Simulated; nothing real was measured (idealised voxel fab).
The document below concerns the process module designated voxel transistor to metal.
In the cross-section labelled cut, the width is 240 nm and each square cell is 5 nm.
For the purposes of this document, a cross-section shall be understood as a grid of square cells, specified as bands listed in top-to-bottom order, each band consisting of one or more rows of cells.
Top, bottom (nm), then materials left to right with widths (nm); lone material tagged "throughout" fills the whole band edge to edge; "air" = empty space.
Basically, 0 is our baseline, since under it the wafer straight out of the box is all one material. The bottom band has no lower end and keeps on going down, so it looks like "0..down".
Top row gets the first number, bottom row gets the second, and each row in between changes by the same step: that is how a band width like "30 to 40" works.
For the purposes of this document, the phrase "nothing was modified" attached to a step denotes that no cell within the cross-section was modified by that step.
Each empty space that has no open way to the top and spans at least 8 cells appears under "Completely sealed voids" as width x height at distance, the distance counted from the left edge, all in nm.
after a step's settings: what the simulator itself notes on the step
overlay nm: step with mask; distance mask lay right of planned place; negative value = left of planned place.

**Below is the list of planned process steps**
1: op RECEIVE | material Si
2: op CONFORMAL_DEP | material SiO2 | thk nm 5
3: op CONFORMAL_DEP | material SiN | thk nm 15
4: op PATTERN | tone cover | mask id ACTIVE | material resist | width nm 95 | pitch nm 115 | thk nm 15 | overlay nm 0
5: op DIRECTIONAL_ETCH | etch materials SiN | depth nm 15
6: op DIRECTIONAL_ETCH | etch materials SiO2 | depth nm 5
7: op DIRECTIONAL_ETCH | etch materials Si | depth nm 35
8: op STRIP | etch materials resist
9: op OXIDIZE | depth nm 5
10: op FILL_DEP | material SiO2 | thk nm 5
11: op CMP | height nm 20
12: op SELECTIVE_ETCH | etch materials SiO2 | depth nm 10
13: op STRIP | etch materials SiN
14: op SELECTIVE_ETCH | etch materials SiO2 | depth nm 5
15: op OXIDIZE | depth nm 5
16: op DIRECTIONAL_DEP | material polySi | thk nm 20
17: op DIRECTIONAL_DEP | material SiCN | thk nm 15
18: op DIRECTIONAL_DEP | material aC | thk nm 15
19: op PATTERN | tone cover | mask id GATE | material resist | width nm 15 | pitch nm 115 | thk nm 30 | overlay nm 0
20: op DIRECTIONAL_ETCH | etch materials aC | depth nm 15
21: op STRIP | etch materials resist
22: op DIRECTIONAL_ETCH | etch materials SiCN | depth nm 25
23: op DIRECTIONAL_ETCH | etch materials polySi | depth nm 30
24: op STRIP | etch materials aC
25: op CONFORMAL_DEP | material SiN | thk nm 10
26: op DIRECTIONAL_ETCH | etch materials SiN | depth nm 10
27: op DIRECTIONAL_ETCH | etch materials SiO2 | depth nm 5
28: op DIRECTIONAL_ETCH | etch materials Si | depth nm 10
29: op EPI | material pSi | thk nm 10
30: op FILL_DEP | material SiO2 | thk nm 10
31: op CMP | height nm 35
32: op DIRECTIONAL_DEP | material SiO2 | thk nm 10
33: op PATTERN | tone open | mask id CONTACT | material resist | width nm 30 | thk nm 15 | overlay nm 0
34: op DIRECTIONAL_ETCH | etch materials SiO2 | depth nm 50
35: op STRIP | etch materials resist
36: op CONFORMAL_DEP | material TiN | thk nm 5
37: op FILL_DEP | material Ru | thk nm 5
38: op CMP | height nm 45
39: op DIRECTIONAL_DEP | material TiN | thk nm 5
40: op DIRECTIONAL_DEP | material W | thk nm 15
41: op MASKED_ETCH | tone cover | mask id METAL_1 | width nm 15 | etch materials W | depth nm 15 | overlay nm 0
42: op MASKED_ETCH | tone cover | mask id METAL_1 | width nm 15 | etch materials TiN | depth nm 5 | overlay nm 0
43: op FILL_DEP | material SiO2 | thk nm 5
44: op CMP | height nm 65
45: op CONFORMAL_DEP | material SiN | thk nm 5
All wafers enter the flow in the same state. The width nm at step 42 differs from wafer to wafer, and the plan gives the value for the first wafer.

**Incoming state of the first of several wafers in cross-section: after step 1**
    0..down  Si throughout
    Completely sealed voids: none

**Every row in this table is a wafer at the end of the module, and it gives, for each of the materials, the cells that wafer has gained (+) or lost (-) since it was received, then its closed voids**
width nm 15 | +96 Ru | -186 Si | +18 SiCN | +112 SiN | +408 SiO2 | +108 TiN | +36 W | +56 pSi | +24 polySi | Completely sealed voids: none
width nm 20 | +96 Ru | -186 Si | +18 SiCN | +112 SiN | +404 SiO2 | +112 TiN | +36 W | +56 pSi | +24 polySi | Completely sealed voids: none
width nm 25 | +96 Ru | -186 Si | +18 SiCN | +112 SiN | +400 SiO2 | +116 TiN | +36 W | +56 pSi | +24 polySi | Completely sealed voids: none
